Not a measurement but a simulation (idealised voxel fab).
Process module heading - voxel transistor to metal
Square cells of 5 nm make up the cross-section cut, whose width is 260 nm.
Each cross-section below is a grid of square cells, stated as bands in top-down order, with one or more rows of cells making up each band. Band: top and bottom heights (nm) first, top before bottom; then materials from left to right, widths in nm. "everywhere" marks a sole material filling the band edge to edge. "empty" denotes empty space. Heads up on the height convention: 0 is the point under which the incoming wafer is all one material, and the lowest band has no bottom, it just keeps going down, like "0..down". The two numbers in a width such as "30 to 40" mark its ends across the band: the first belongs to the top row of cells, the second to the bottom row, and from each row to the next the width moves by the same amount. Take "all unchanged" at face value: in the step it is given for, the cross-section changed in none of its cells. In "Completely enclosed voids" the enclosed voids are listed, meaning empty spaces of 8 cells or larger without any opening to the top. The form is width x height at distance, distance from the left edge, units nm. after a step's settings: what the simulator itself notes on the step. overlay nm: on a step with a mask, how far right of its planned place the mask lay; negative means left.
Intended process steps
1. RECEIVE with material Si
2. CONFORMAL_DEP with material SiO2, thk nm 5
3. CONFORMAL_DEP with material SiN, thk nm 15
4. PATTERN with tone cover, mask id ACTIVE, material resist, width nm 90, pitch nm 120, thk nm 20, overlay nm 0
5. DIRECTIONAL_ETCH with etch materials SiN, depth nm 15
6. DIRECTIONAL_ETCH with etch materials SiO2, depth nm 5
7. DIRECTIONAL_ETCH with etch materials Si, depth nm 30
8. STRIP with etch materials resist
9. FILL_DEP with material SiO2, thk nm 5
10. CMP with height nm 20
11. SELECTIVE_ETCH with etch materials SiO2, depth nm 15
12. STRIP with etch materials SiN
13. SELECTIVE_ETCH with etch materials SiO2, depth nm 5
14. OXIDIZE with depth nm 5
15. DIRECTIONAL_DEP with material polySi, thk nm 25
16. DIRECTIONAL_DEP with material SiCN, thk nm 10
17. MASKED_ETCH with tone cover, mask id GATE, width nm 20, pitch nm 120, etch materials SiCN, depth nm 20, overlay nm 0
18. MASKED_ETCH with tone cover, mask id GATE, width nm 20, pitch nm 120, etch materials polySi, depth nm 35, overlay nm 0
19. CONFORMAL_DEP with material SiN, thk nm 5
20. DIRECTIONAL_ETCH with etch materials SiN, depth nm 5
21. DIRECTIONAL_ETCH with etch materials SiO2, depth nm 5
22. EPI with material SiGe, thk nm 5
23. FILL_DEP with material SiO2, thk nm 5
24. CMP with height nm 35
25. DIRECTIONAL_DEP with material SiO2, thk nm 10
26. DIRECTIONAL_DEP with material aC, thk nm 15
27. PATTERN with tone open, mask id CONTACT, material resist, width nm 25, thk nm 30, overlay nm 0
28. DIRECTIONAL_ETCH with etch materials aC, depth nm 15
29. STRIP with etch materials resist
30. DIRECTIONAL_ETCH with etch materials SiO2, depth nm 45
31. STRIP with etch materials aC
32. CONFORMAL_DEP with material TiN, thk nm 5
33. FILL_DEP with material W, thk nm 10
34. CMP with height nm 45
35. CONFORMAL_DEP with material SiN, thk nm 5
36. DIRECTIONAL_DEP with material SiO2, thk nm 25
37. DIRECTIONAL_DEP with material aC, thk nm 15
38. PATTERN with tone open, mask id METAL_1, material resist, width nm 15, thk nm 35, overlay nm 0
39. DIRECTIONAL_ETCH with etch materials aC, depth nm 15
40. STRIP with etch materials resist
41. DIRECTIONAL_ETCH with etch materials SiO2, depth nm 25
42. DIRECTIONAL_ETCH with etch materials SiN, depth nm 5
43. STRIP with etch materials aC
44. CONFORMAL_DEP with material TiN, thk nm 5
45. FILL_DEP with material Cu, thk nm 5
46. CMP with height nm 75
47. EPI with material Ru, thk nm 5
48. FILL_DEP with material SiCN, thk nm 5
49. DIRECTIONAL_DEP with material lowk, thk nm 25
50. PATTERN with tone open, mask id METAL_2, material resist, width nm 15, pitch nm 120, thk nm 15, overlay nm 0
51. DIRECTIONAL_ETCH with etch materials lowk, depth nm 15
52. STRIP with etch materials resist
53. DIRECTIONAL_DEP with material aC, thk nm 10
54. PATTERN with tone open, mask id METAL_2_HOLES, material resist, width nm 15, pitch nm 120, thk nm 30, overlay nm 0
55. DIRECTIONAL_ETCH with etch materials aC, depth nm 10
56. STRIP with etch materials resist
57. DIRECTIONAL_ETCH with etch materials lowk, depth nm 10
58. DIRECTIONAL_ETCH with etch materials SiCN, depth nm 5
59. STRIP with etch materials aC
60. CONFORMAL_DEP with material TiN, thk nm 5
61. FILL_DEP with material Cu, thk nm 5
62. CMP with height nm 110
63. CONFORMAL_DEP with material SiN, thk nm 5
Concerning the first of two wafers, which was run in accordance with the plan
As-received wafer cross-section (after step 1)
0..down = Si everywhere
Completely enclosed voids: none
Step 2 complete: cross-section through the wafer
5..0 = SiO2 everywhere
Under 0: no change, same as before.
Step 3 complete: cross-section through the wafer
20..5 = SiN everywhere
Under 5: no change, same as before.
Step 4 complete: cross-section through the wafer
40..20 = empty 25; resist 90; empty 30; resist 90; empty 25
Under 20: no change, same as before.
Step 5 complete: cross-section through the wafer
40..20 = empty 25; resist 90; empty 30; resist 90; empty 25
20..5 = empty 25; SiN 90; empty 30; SiN 90; empty 25
Under 5: no change, same as before.
Step 6 complete: cross-section through the wafer
40..20 = empty 25; resist 90; empty 30; resist 90; empty 25
20..5 = empty 25; SiN 90; empty 30; SiN 90; empty 25
5..0 = empty 25; SiO2 90; empty 30; SiO2 90; empty 25
Under 0: no change, same as before.
Step 7 complete: cross-section through the wafer
40..20 = empty 25; resist 90; empty 30; resist 90; empty 25
20..5 = empty 25; SiN 90; empty 30; SiN 90; empty 25
5..0 = empty 25; SiO2 90; empty 30; SiO2 90; empty 25
0..-30 = empty 25; Si 90; empty 30; Si 90; empty 25
Under -30: no change, same as before.
Step 8 complete: cross-section through the wafer
20..5 = empty 25; SiN 90; empty 30; SiN 90; empty 25
Under 5: no change, same as before.
Step 9 complete: cross-section through the wafer
25..20 = SiO2 everywhere
20..5 = SiO2 25; SiN 90; SiO2 30; SiN 90; SiO2 25
5..0 = SiO2 everywhere
0..-30 = SiO2 25; Si 90; SiO2 30; Si 90; SiO2 25
Under -30: no change, same as before.
Step 10 complete: cross-section through the wafer
20..5 = SiO2 25; SiN 90; SiO2 30; SiN 90; SiO2 25
Under 5: no change, same as before.
Step 11 complete: cross-section through the wafer
20..5 = empty 25; SiN 90; empty 30; SiN 90; empty 25
Under 5: no change, same as before.
Step 12 complete: cross-section through the wafer
5..0 = SiO2 everywhere
Under 0: no change, same as before.
Step 13 complete: cross-section through the wafer
0..-30 = SiO2 25; Si 90; SiO2 30; Si 90; SiO2 25
Under -30: no change, same as before.
Step 14 complete: cross-section through the wafer
0..-5 = SiO2 everywhere
Under -5: no change, same as before.
Step 15 complete: cross-section through the wafer
25..0 = polySi everywhere
Under 0: no change, same as before.
Step 16 complete: cross-section through the wafer
35..25 = SiCN everywhere
Under 25: no change, same as before.
Step 17 complete: cross-section through the wafer
35..25 = empty 60; SiCN 20; empty 100; SiCN 20; empty 60
Under 25: no change, same as before.
Step 18 complete: cross-section through the wafer
35..25 = empty 60; SiCN 20; empty 100; SiCN 20; empty 60
25..0 = empty 60; polySi 20; empty 100; polySi 20; empty 60
Under 0: no change, same as before.
Step 19 complete: cross-section through the wafer
40..35 = empty 55; SiN 30; empty 90; SiN 30; empty 55
35..25 = empty 55; SiN 5; SiCN 20; SiN 5; empty 90; SiN 5; SiCN 20; SiN 5; empty 55
25..5 = empty 55; SiN 5; polySi 20; SiN 5; empty 90; SiN 5; polySi 20; SiN 5; empty 55
5..0 = SiN 60; polySi 20; SiN 100; polySi 20; SiN 60
Under 0: no change, same as before.
Step 20 complete: cross-section through the wafer
35..25 = empty 55; SiN 5; SiCN 20; SiN 5; empty 90; SiN 5; SiCN 20; SiN 5; empty 55
25..0 = empty 55; SiN 5; polySi 20; SiN 5; empty 90; SiN 5; polySi 20; SiN 5; empty 55
Under 0: no change, same as before.
Step 21 complete: cross-section through the wafer
35..25 = empty 55; SiN 5; SiCN 20; SiN 5; empty 90; SiN 5; SiCN 20; SiN 5; empty 55
25..0 = empty 55; SiN 5; polySi 20; SiN 5; empty 90; SiN 5; polySi 20; SiN 5; empty 55
0..-5 = empty 55; SiO2 30; empty 90; SiO2 30; empty 55
Under -5: no change, same as before.
Step 22 complete: cross-section through the wafer
35..25 = empty 55; SiN 5; SiCN 20; SiN 5; empty 90; SiN 5; SiCN 20; SiN 5; empty 55
25..0 = empty 55; SiN 5; polySi 20; SiN 5; empty 90; SiN 5; polySi 20; SiN 5; empty 55
0..-5 = empty 20; SiGe 35; SiO2 30; SiGe 35; empty 20; SiGe 35; SiO2 30; SiGe 35; empty 20
Under -5: no change, same as before.
Step 23 complete: cross-section through the wafer
40..35 = SiO2 everywhere
35..25 = SiO2 55; SiN 5; SiCN 20; SiN 5; SiO2 90; SiN 5; SiCN 20; SiN 5; SiO2 55
25..0 = SiO2 55; SiN 5; polySi 20; SiN 5; SiO2 90; SiN 5; polySi 20; SiN 5; SiO2 55
0..-5 = SiO2 20; SiGe 35; SiO2 30; SiGe 35; SiO2 20; SiGe 35; SiO2 30; SiGe 35; SiO2 20
Under -5: no change, same as before.
Step 24 complete: cross-section through the wafer
35..25 = SiO2 55; SiN 5; SiCN 20; SiN 5; SiO2 90; SiN 5; SiCN 20; SiN 5; SiO2 55
Under 25: no change, same as before.
Step 25 complete: cross-section through the wafer
45..35 = SiO2 everywhere
Under 35: no change, same as before.
Step 26 complete: cross-section through the wafer
60..45 = aC everywhere
Under 45: no change, same as before.
Step 27 complete: cross-section through the wafer
90..60 = resist 30; empty 25; resist 30; empty 25; resist 40; empty 25; resist 30; empty 25; resist 30
Under 60: no change, same as before.
Step 28 complete: cross-section through the wafer
75..60 = resist 30; empty 25; resist 30; empty 25; resist 40; empty 25; resist 30; empty 25; resist 30
60..45 = aC 30; empty 25; aC 30; empty 25; aC 40; empty 25; aC 30; empty 25; aC 30
Under 45: no change, same as before.
Step 29 complete: cross-section through the wafer
60..45 = aC 30; empty 25; aC 30; empty 25; aC 40; empty 25; aC 30; empty 25; aC 30
Under 45: no change, same as before.
Step 30 complete: cross-section through the wafer
60..45 = aC 30; empty 25; aC 30; empty 25; aC 40; empty 25; aC 30; empty 25; aC 30
45..35 = SiO2 30; empty 25; SiO2 30; empty 25; SiO2 40; empty 25; SiO2 30; empty 25; SiO2 30
35..25 = SiO2 30; empty 25; SiN 5; SiCN 20; SiN 5; empty 25; SiO2 40; empty 25; SiN 5; SiCN 20; SiN 5; empty 25; SiO2 30
25..0 = SiO2 30; empty 25; SiN 5; polySi 20; SiN 5; empty 25; SiO2 40; empty 25; SiN 5; polySi 20; SiN 5; empty 25; SiO2 30
Under 0: no change, same as before.
Step 31 complete: cross-section through the wafer
45..35 = SiO2 30; empty 25; SiO2 30; empty 25; SiO2 40; empty 25; SiO2 30; empty 25; SiO2 30
Under 35: no change, same as before.
Step 32 complete: cross-section through the wafer
50..45 = TiN 35; empty 15; TiN 40; empty 15; TiN 50; empty 15; TiN 40; empty 15; TiN 35
45..35 = SiO2 30; TiN 5; empty 15; TiN 5; SiO2 30; TiN 5; empty 15; TiN 5; SiO2 40; TiN 5; empty 15; TiN 5; SiO2 30; TiN 5; empty 15; TiN 5; SiO2 30
35..25 = SiO2 30; TiN 5; empty 15; TiN 5; SiN 5; SiCN 20; SiN 5; TiN 5; empty 15; TiN 5; SiO2 40; TiN 5; empty 15; TiN 5; SiN 5; SiCN 20; SiN 5; TiN 5; empty 15; TiN 5; SiO2 30
25..5 = SiO2 30; TiN 5; empty 15; TiN 5; SiN 5; polySi 20; SiN 5; TiN 5; empty 15; TiN 5; SiO2 40; TiN 5; empty 15; TiN 5; SiN 5; polySi 20; SiN 5; TiN 5; empty 15; TiN 5; SiO2 30
5..0 = SiO2 30; TiN 25; SiN 5; polySi 20; SiN 5; TiN 25; SiO2 40; TiN 25; SiN 5; polySi 20; SiN 5; TiN 25; SiO2 30
Under 0: no change, same as before.
Step 33 complete: cross-section through the wafer
60..50 = W everywhere
50..45 = TiN 35; W 15; TiN 40; W 15; TiN 50; W 15; TiN 40; W 15; TiN 35
45..35 = SiO2 30; TiN 5; W 15; TiN 5; SiO2 30; TiN 5; W 15; TiN 5; SiO2 40; TiN 5; W 15; TiN 5; SiO2 30; TiN 5; W 15; TiN 5; SiO2 30
35..25 = SiO2 30; TiN 5; W 15; TiN 5; SiN 5; SiCN 20; SiN 5; TiN 5; W 15; TiN 5; SiO2 40; TiN 5; W 15; TiN 5; SiN 5; SiCN 20; SiN 5; TiN 5; W 15; TiN 5; SiO2 30
25..5 = SiO2 30; TiN 5; W 15; TiN 5; SiN 5; polySi 20; SiN 5; TiN 5; W 15; TiN 5; SiO2 40; TiN 5; W 15; TiN 5; SiN 5; polySi 20; SiN 5; TiN 5; W 15; TiN 5; SiO2 30
Under 5: no change, same as before.
Step 34 complete: cross-section through the wafer
45..35 = SiO2 30; TiN 5; W 15; TiN 5; SiO2 30; TiN 5; W 15; TiN 5; SiO2 40; TiN 5; W 15; TiN 5; SiO2 30; TiN 5; W 15; TiN 5; SiO2 30
Under 35: no change, same as before.
Step 35 complete: cross-section through the wafer
50..45 = SiN everywhere
Under 45: no change, same as before.
Step 36 complete: cross-section through the wafer
75..50 = SiO2 everywhere
Under 50: no change, same as before.
Step 37 complete: cross-section through the wafer
90..75 = aC everywhere
Under 75: no change, same as before.
Step 38 complete: cross-section through the wafer
125..90 = resist 30; empty 15; resist 50; empty 15; resist 40; empty 15; resist 50; empty 15; resist 30
Under 90: no change, same as before.
Step 39 complete: cross-section through the wafer
110..90 = resist 30; empty 15; resist 50; empty 15; resist 40; empty 15; resist 50; empty 15; resist 30
90..75 = aC 30; empty 15; aC 50; empty 15; aC 40; empty 15; aC 50; empty 15; aC 30
Under 75: no change, same as before.
Step 40 complete: cross-section through the wafer
90..75 = aC 30; empty 15; aC 50; empty 15; aC 40; empty 15; aC 50; empty 15; aC 30
Under 75: no change, same as before.
Step 41 complete: cross-section through the wafer
90..75 = aC 30; empty 15; aC 50; empty 15; aC 40; empty 15; aC 50; empty 15; aC 30
75..50 = SiO2 30; empty 15; SiO2 50; empty 15; SiO2 40; empty 15; SiO2 50; empty 15; SiO2 30
Under 50: no change, same as before.
Step 42 complete: cross-section through the wafer
90..75 = aC 30; empty 15; aC 50; empty 15; aC 40; empty 15; aC 50; empty 15; aC 30
75..50 = SiO2 30; empty 15; SiO2 50; empty 15; SiO2 40; empty 15; SiO2 50; empty 15; SiO2 30
50..45 = SiN 30; empty 15; SiN 50; empty 15; SiN 40; empty 15; SiN 50; empty 15; SiN 30
Under 45: no change, same as before.
Step 43 complete: cross-section through the wafer
75..50 = SiO2 30; empty 15; SiO2 50; empty 15; SiO2 40; empty 15; SiO2 50; empty 15; SiO2 30
Under 50: no change, same as before.
Step 44 complete: cross-section through the wafer
80..75 = TiN 35; empty 5; TiN 60; empty 5; TiN 50; empty 5; TiN 60; empty 5; TiN 35
75..50 = SiO2 30; TiN 5; empty 5; TiN 5; SiO2 50; TiN 5; empty 5; TiN 5; SiO2 40; TiN 5; empty 5; TiN 5; SiO2 50; TiN 5; empty 5; TiN 5; SiO2 30
50..45 = SiN 30; TiN 15; SiN 50; TiN 15; SiN 40; TiN 15; SiN 50; TiN 15; SiN 30
Under 45: no change, same as before.
Step 45 complete: cross-section through the wafer
85..80 = Cu everywhere
80..75 = TiN 35; Cu 5; TiN 60; Cu 5; TiN 50; Cu 5; TiN 60; Cu 5; TiN 35
75..50 = SiO2 30; TiN 5; Cu 5; TiN 5; SiO2 50; TiN 5; Cu 5; TiN 5; SiO2 40; TiN 5; Cu 5; TiN 5; SiO2 50; TiN 5; Cu 5; TiN 5; SiO2 30
Under 50: no change, same as before.
Step 46 complete: cross-section through the wafer
75..50 = SiO2 30; TiN 5; Cu 5; TiN 5; SiO2 50; TiN 5; Cu 5; TiN 5; SiO2 40; TiN 5; Cu 5; TiN 5; SiO2 50; TiN 5; Cu 5; TiN 5; SiO2 30
Under 50: no change, same as before.
Step 47 complete: cross-section through the wafer
80..75 = empty 25; Ru 25; empty 40; Ru 25; empty 30; Ru 25; empty 40; Ru 25; empty 25
Under 75: no change, same as before.
Step 48 complete: cross-section through the wafer
85..80 = SiCN everywhere
80..75 = SiCN 25; Ru 25; SiCN 40; Ru 25; SiCN 30; Ru 25; SiCN 40; Ru 25; SiCN 25
Under 75: no change, same as before.
Step 49 complete: cross-section through the wafer
110..85 = lowk everywhere
Under 85: no change, same as before.
Step 50 complete: cross-section through the wafer
125..110 = resist 30; empty 15; resist 105; empty 15; resist 95
Under 110: no change, same as before.
Step 51 complete: cross-section through the wafer
125..110 = resist 30; empty 15; resist 105; empty 15; resist 95
110..95 = lowk 30; empty 15; lowk 105; empty 15; lowk 95
Under 95: no change, same as before.
Step 52 complete: cross-section through the wafer
110..95 = lowk 30; empty 15; lowk 105; empty 15; lowk 95
Under 95: no change, same as before.
Step 53 complete: cross-section through the wafer
120..110 = aC 30; empty 15; aC 105; empty 15; aC 95
110..105 = lowk 30; empty 15; lowk 105; empty 15; lowk 95
105..95 = lowk 30; aC 15; lowk 105; aC 15; lowk 95
Under 95: no change, same as before.
Step 54 complete: cross-section through the wafer
150..120 = resist 30; empty 15; resist 105; empty 15; resist 95
Under 120: no change, same as before.
Step 55 complete: cross-section through the wafer
140..120 = resist 30; empty 15; resist 105; empty 15; resist 95
120..110 = aC 30; empty 15; aC 105; empty 15; aC 95
110..95 = lowk 30; empty 15; lowk 105; empty 15; lowk 95
Under 95: no change, same as before.
Step 56 complete: cross-section through the wafer
120..110 = aC 30; empty 15; aC 105; empty 15; aC 95
Under 110: no change, same as before.
Step 57 complete: cross-section through the wafer
120..110 = aC 30; empty 15; aC 105; empty 15; aC 95
110..85 = lowk 30; empty 15; lowk 105; empty 15; lowk 95
Under 85: no change, same as before.
Step 58 complete: cross-section through the wafer
120..110 = aC 30; empty 15; aC 105; empty 15; aC 95
110..85 = lowk 30; empty 15; lowk 105; empty 15; lowk 95
85..80 = SiCN 30; empty 15; SiCN 105; empty 15; SiCN 95
Under 80: no change, same as before.
Step 59 complete: cross-section through the wafer
110..85 = lowk 30; empty 15; lowk 105; empty 15; lowk 95
Under 85: no change, same as before.
Step 60 complete: cross-section through the wafer
115..110 = TiN 35; empty 5; TiN 115; empty 5; TiN 100
110..85 = lowk 30; TiN 5; empty 5; TiN 5; lowk 105; TiN 5; empty 5; TiN 5; lowk 95
85..80 = SiCN 30; TiN 15; SiCN 105; TiN 15; SiCN 95
Under 80: no change, same as before.
Step 61 complete: cross-section through the wafer
120..115 = Cu everywhere
115..110 = TiN 35; Cu 5; TiN 115; Cu 5; TiN 100
110..85 = lowk 30; TiN 5; Cu 5; TiN 5; lowk 105; TiN 5; Cu 5; TiN 5; lowk 95
Under 85: no change, same as before.
Step 62 complete: cross-section through the wafer
110..85 = lowk 30; TiN 5; Cu 5; TiN 5; lowk 105; TiN 5; Cu 5; TiN 5; lowk 95
Under 85: no change, same as before.
Step 63 complete: cross-section through the wafer
115..110 = SiN everywhere
Under 110: no change, same as before.
Wafer two of two - same starting point, same process plan, one mistake in execution; matches wafer one up to and including step 22
Cross-section of the second wafer when, according to plan, step 23 should have finished
40..35 = TiN everywhere
35..25 = TiN 55; SiN 5; SiCN 20; SiN 5; TiN 90; SiN 5; SiCN 20; SiN 5; TiN 55
25..0 = TiN 55; SiN 5; polySi 20; SiN 5; TiN 90; SiN 5; polySi 20; SiN 5; TiN 55
0..-5 = TiN 20; SiGe 35; SiO2 30; SiGe 35; TiN 20; SiGe 35; SiO2 30; SiGe 35; TiN 20
Under -5: no change, same as before.
Cross-section of the second wafer when, according to plan, step 24 should have finished
35..25 = TiN 55; SiN 5; SiCN 20; SiN 5; TiN 90; SiN 5; SiCN 20; SiN 5; TiN 55
Under 25: no change, same as before.
Cross-section of the second wafer when, according to plan, step 25 should have finished
45..35 = SiO2 everywhere
Under 35: no change, same as before.
Cross-section of the second wafer when, according to plan, step 26 should have finished
60..45 = aC everywhere
Under 45: no change, same as before.
Cross-section of the second wafer when, according to plan, step 27 should have finished
90..60 = resist 30; empty 25; resist 30; empty 25; resist 40; empty 25; resist 30; empty 25; resist 30
Under 60: no change, same as before.
Cross-section of the second wafer when, according to plan, step 28 should have finished
75..60 = resist 30; empty 25; resist 30; empty 25; resist 40; empty 25; resist 30; empty 25; resist 30
60..45 = aC 30; empty 25; aC 30; empty 25; aC 40; empty 25; aC 30; empty 25; aC 30
Under 45: no change, same as before.
Cross-section of the second wafer when, according to plan, step 29 should have finished
60..45 = aC 30; empty 25; aC 30; empty 25; aC 40; empty 25; aC 30; empty 25; aC 30
Under 45: no change, same as before.
Cross-section of the second wafer when, according to plan, step 30 should have finished
60..45 = aC 30; empty 25; aC 30; empty 25; aC 40; empty 25; aC 30; empty 25; aC 30
45..35 = SiO2 30; empty 25; SiO2 30; empty 25; SiO2 40; empty 25; SiO2 30; empty 25; SiO2 30
Under 35: no change, same as before.
Cross-section of the second wafer when, according to plan, step 31 should have finished
45..35 = SiO2 30; empty 25; SiO2 30; empty 25; SiO2 40; empty 25; SiO2 30; empty 25; SiO2 30
Under 35: no change, same as before.
Cross-section of the second wafer when, according to plan, step 32 should have finished
50..45 = TiN 35; empty 15; TiN 40; empty 15; TiN 50; empty 15; TiN 40; empty 15; TiN 35
45..40 = SiO2 30; TiN 5; empty 15; TiN 5; SiO2 30; TiN 5; empty 15; TiN 5; SiO2 40; TiN 5; empty 15; TiN 5; SiO2 30; TiN 5; empty 15; TiN 5; SiO2 30
40..35 = SiO2 30; TiN 25; SiO2 30; TiN 25; SiO2 40; TiN 25; SiO2 30; TiN 25; SiO2 30
Under 35: no change, same as before.
Cross-section of the second wafer when, according to plan, step 33 should have finished
60..50 = W everywhere
50..45 = TiN 35; W 15; TiN 40; W 15; TiN 50; W 15; TiN 40; W 15; TiN 35
45..40 = SiO2 30; TiN 5; W 15; TiN 5; SiO2 30; TiN 5; W 15; TiN 5; SiO2 40; TiN 5; W 15; TiN 5; SiO2 30; TiN 5; W 15; TiN 5; SiO2 30
Under 40: no change, same as before.
Cross-section of the second wafer when, according to plan, step 34 should have finished
45..40 = SiO2 30; TiN 5; W 15; TiN 5; SiO2 30; TiN 5; W 15; TiN 5; SiO2 40; TiN 5; W 15; TiN 5; SiO2 30; TiN 5; W 15; TiN 5; SiO2 30
Under 40: no change, same as before.
Cross-section of the second wafer when, according to plan, step 35 should have finished
50..45 = SiN everywhere
Under 45: no change, same as before.
Cross-section of the second wafer when, according to plan, step 36 should have finished
75..50 = SiO2 everywhere
Under 50: no change, same as before.
Cross-section of the second wafer when, according to plan, step 37 should have finished
90..75 = aC everywhere
Under 75: no change, same as before.
Cross-section of the second wafer when, according to plan, step 38 should have finished
125..90 = resist 30; empty 15; resist 50; empty 15; resist 40; empty 15; resist 50; empty 15; resist 30
Under 90: no change, same as before.
Cross-section of the second wafer when, according to plan, step 39 should have finished
110..90 = resist 30; empty 15; resist 50; empty 15; resist 40; empty 15; resist 50; empty 15; resist 30
90..75 = aC 30; empty 15; aC 50; empty 15; aC 40; empty 15; aC 50; empty 15; aC 30
Under 75: no change, same as before.
Cross-section of the second wafer when, according to plan, step 40 should have finished
90..75 = aC 30; empty 15; aC 50; empty 15; aC 40; empty 15; aC 50; empty 15; aC 30
Under 75: no change, same as before.
Cross-section of the second wafer when, according to plan, step 41 should have finished
90..75 = aC 30; empty 15; aC 50; empty 15; aC 40; empty 15; aC 50; empty 15; aC 30
75..50 = SiO2 30; empty 15; SiO2 50; empty 15; SiO2 40; empty 15; SiO2 50; empty 15; SiO2 30
Under 50: no change, same as before.
Cross-section of the second wafer when, according to plan, step 42 should have finished
90..75 = aC 30; empty 15; aC 50; empty 15; aC 40; empty 15; aC 50; empty 15; aC 30
75..50 = SiO2 30; empty 15; SiO2 50; empty 15; SiO2 40; empty 15; SiO2 50; empty 15; SiO2 30
50..45 = SiN 30; empty 15; SiN 50; empty 15; SiN 40; empty 15; SiN 50; empty 15; SiN 30
Under 45: no change, same as before.
Cross-section of the second wafer when, according to plan, step 43 should have finished
75..50 = SiO2 30; empty 15; SiO2 50; empty 15; SiO2 40; empty 15; SiO2 50; empty 15; SiO2 30
Under 50: no change, same as before.
Cross-section of the second wafer when, according to plan, step 44 should have finished
80..75 = TiN 35; empty 5; TiN 60; empty 5; TiN 50; empty 5; TiN 60; empty 5; TiN 35
75..50 = SiO2 30; TiN 5; empty 5; TiN 5; SiO2 50; TiN 5; empty 5; TiN 5; SiO2 40; TiN 5; empty 5; TiN 5; SiO2 50; TiN 5; empty 5; TiN 5; SiO2 30
50..45 = SiN 30; TiN 15; SiN 50; TiN 15; SiN 40; TiN 15; SiN 50; TiN 15; SiN 30
Under 45: no change, same as before.
Cross-section of the second wafer when, according to plan, step 45 should have finished
85..80 = Cu everywhere
80..75 = TiN 35; Cu 5; TiN 60; Cu 5; TiN 50; Cu 5; TiN 60; Cu 5; TiN 35
75..50 = SiO2 30; TiN 5; Cu 5; TiN 5; SiO2 50; TiN 5; Cu 5; TiN 5; SiO2 40; TiN 5; Cu 5; TiN 5; SiO2 50; TiN 5; Cu 5; TiN 5; SiO2 30
Under 50: no change, same as before.
Cross-section of the second wafer when, according to plan, step 46 should have finished
75..50 = SiO2 30; TiN 5; Cu 5; TiN 5; SiO2 50; TiN 5; Cu 5; TiN 5; SiO2 40; TiN 5; Cu 5; TiN 5; SiO2 50; TiN 5; Cu 5; TiN 5; SiO2 30
Under 50: no change, same as before.
Cross-section of the second wafer when, according to plan, step 47 should have finished
80..75 = empty 25; Ru 25; empty 40; Ru 25; empty 30; Ru 25; empty 40; Ru 25; empty 25
Under 75: no change, same as before.
Cross-section of the second wafer when, according to plan, step 48 should have finished
85..80 = SiCN everywhere
80..75 = SiCN 25; Ru 25; SiCN 40; Ru 25; SiCN 30; Ru 25; SiCN 40; Ru 25; SiCN 25
Under 75: no change, same as before.
Cross-section of the second wafer when, according to plan, step 49 should have finished
110..85 = lowk everywhere
Under 85: no change, same as before.
Cross-section of the second wafer when, according to plan, step 50 should have finished
125..110 = resist 30; empty 15; resist 105; empty 15; resist 95
Under 110: no change, same as before.
Cross-section of the second wafer when, according to plan, step 51 should have finished
125..110 = resist 30; empty 15; resist 105; empty 15; resist 95
110..95 = lowk 30; empty 15; lowk 105; empty 15; lowk 95
Under 95: no change, same as before.
Cross-section of the second wafer when, according to plan, step 52 should have finished
110..95 = lowk 30; empty 15; lowk 105; empty 15; lowk 95
Under 95: no change, same as before.
Cross-section of the second wafer when, according to plan, step 53 should have finished
120..110 = aC 30; empty 15; aC 105; empty 15; aC 95
110..105 = lowk 30; empty 15; lowk 105; empty 15; lowk 95
105..95 = lowk 30; aC 15; lowk 105; aC 15; lowk 95
Under 95: no change, same as before.
Cross-section of the second wafer when, according to plan, step 54 should have finished
150..120 = resist 30; empty 15; resist 105; empty 15; resist 95
Under 120: no change, same as before.
Cross-section of the second wafer when, according to plan, step 55 should have finished
140..120 = resist 30; empty 15; resist 105; empty 15; resist 95
120..110 = aC 30; empty 15; aC 105; empty 15; aC 95
110..95 = lowk 30; empty 15; lowk 105; empty 15; lowk 95
Under 95: no change, same as before.
Cross-section of the second wafer when, according to plan, step 56 should have finished
120..110 = aC 30; empty 15; aC 105; empty 15; aC 95
Under 110: no change, same as before.
Cross-section of the second wafer when, according to plan, step 57 should have finished
120..110 = aC 30; empty 15; aC 105; empty 15; aC 95
110..85 = lowk 30; empty 15; lowk 105; empty 15; lowk 95
Under 85: no change, same as before.
Cross-section of the second wafer when, according to plan, step 58 should have finished
120..110 = aC 30; empty 15; aC 105; empty 15; aC 95
110..85 = lowk 30; empty 15; lowk 105; empty 15; lowk 95
85..80 = SiCN 30; empty 15; SiCN 105; empty 15; SiCN 95
Under 80: no change, same as before.
Cross-section of the second wafer when, according to plan, step 59 should have finished
110..85 = lowk 30; empty 15; lowk 105; empty 15; lowk 95
Under 85: no change, same as before.
Cross-section of the second wafer when, according to plan, step 60 should have finished
115..110 = TiN 35; empty 5; TiN 115; empty 5; TiN 100
110..85 = lowk 30; TiN 5; empty 5; TiN 5; lowk 105; TiN 5; empty 5; TiN 5; lowk 95
85..80 = SiCN 30; TiN 15; SiCN 105; TiN 15; SiCN 95
Under 80: no change, same as before.
Cross-section of the second wafer when, according to plan, step 61 should have finished
120..115 = Cu everywhere
115..110 = TiN 35; Cu 5; TiN 115; Cu 5; TiN 100
110..85 = lowk 30; TiN 5; Cu 5; TiN 5; lowk 105; TiN 5; Cu 5; TiN 5; lowk 95
Under 85: no change, same as before.
Cross-section of the second wafer when, according to plan, step 62 should have finished
110..85 = lowk 30; TiN 5; Cu 5; TiN 5; lowk 105; TiN 5; Cu 5; TiN 5; lowk 95
Under 85: no change, same as before.
Cross-section of the second wafer when, according to plan, step 63 should have finished
115..110 = SiN everywhere
Under 110: no change, same as before.
What went wrong in running the wafer? step 23 did not use the planned setting and instead ran as FILL_DEP with material TiN, thk nm 5
Once processing is complete, comparing cell counts shows that the second wafer has more or fewer of certain materials than the first: 152 fewer of SiO2; 236 more of TiN; 84 fewer of W
